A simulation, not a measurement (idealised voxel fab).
process module | voxel fin reveal
cross-section cut | 250 nm wide | cells 5 nm
A cross-section is a grid of square cells, given in bands from the top down. A band is one or more rows of cells.
Each band's line starts with the height of the band's top and of its bottom, in nm. Then come its materials from left to right, each with its width in nm. One material with "throughout" fills the band from edge to edge. "air" is empty space.
Height 0 is the level under which the wafer as received is all one material. The lowest band goes on downwards, as in "0 down".
A width such as "30 to 40" changes by the same amount from each row of cells to the next, from the band's top row to its bottom row.
"no change" after a step means that no cell of the cross-section changed.
closed voids: empty space of 8 cells or more with no open way to the top, each as width x height at its distance from the left edge, in nm
after a step's settings: what the simulator itself notes on the step
overlay nm, on a step with a mask: how far to the right of its planned place the mask lay; to the left if negative
plan
1 op RECEIVE | material Si
2 op CONFORMAL_DEP | material SiN | thk nm 5
3 op DIRECTIONAL_DEP | material aC | thk nm 15
4 op PATTERN | tone cover | mask id FINS | material resist | width nm 15 | pitch nm 35 | thk nm 35 | overlay nm 0
5 op DIRECTIONAL_ETCH | etch materials aC | depth nm 15
6 op STRIP | etch materials resist
7 op DIRECTIONAL_ETCH | etch materials SiN | depth nm 5
8 op DIRECTIONAL_ETCH | etch materials Si | depth nm 30
9 op STRIP | etch materials aC
10 op FILL_DEP | material SiO2 | thk nm 5
11 op CMP | height nm 5
12 op SELECTIVE_ETCH | etch materials SiO2 | depth nm 25
13 op STRIP | etch materials SiN
14 op CONFORMAL_DEP | material HfO2 | thk nm 5
as received, after step 1
  0 down: Si throughout
  closed voids: none
a wafer at the end: this start, this plan, one mistake
  5 to 0: air 70 | HfO2 25 | air 10 | HfO2 25 | air 10 | HfO2 25 | air 10 | HfO2 25 | air 50
  0 to -15: air 70 | HfO2 5 | Si 15 | HfO2 5 | air 10 | HfO2 5 | Si 15 | HfO2 5 | air 10 | HfO2 5 | Si 15 | HfO2 5 | air 10 | HfO2 5 | Si 15 | HfO2 5 | air 50
  -15 to -20: HfO2 75 | Si 15 | HfO2 20 | Si 15 | HfO2 20 | Si 15 | HfO2 20 | Si 15 | HfO2 55
  -20 to -30: SiO2 75 | Si 15 | SiO2 20 | Si 15 | SiO2 20 | Si 15 | SiO2 20 | Si 15 | SiO2 55
  -30 down: Si throughout
  closed voids: none
what went wrong: step 4 ran as: op PATTERN | tone cover | mask id FINS | material resist | width nm 15 | pitch nm 35 | thk nm 35 | overlay nm 10
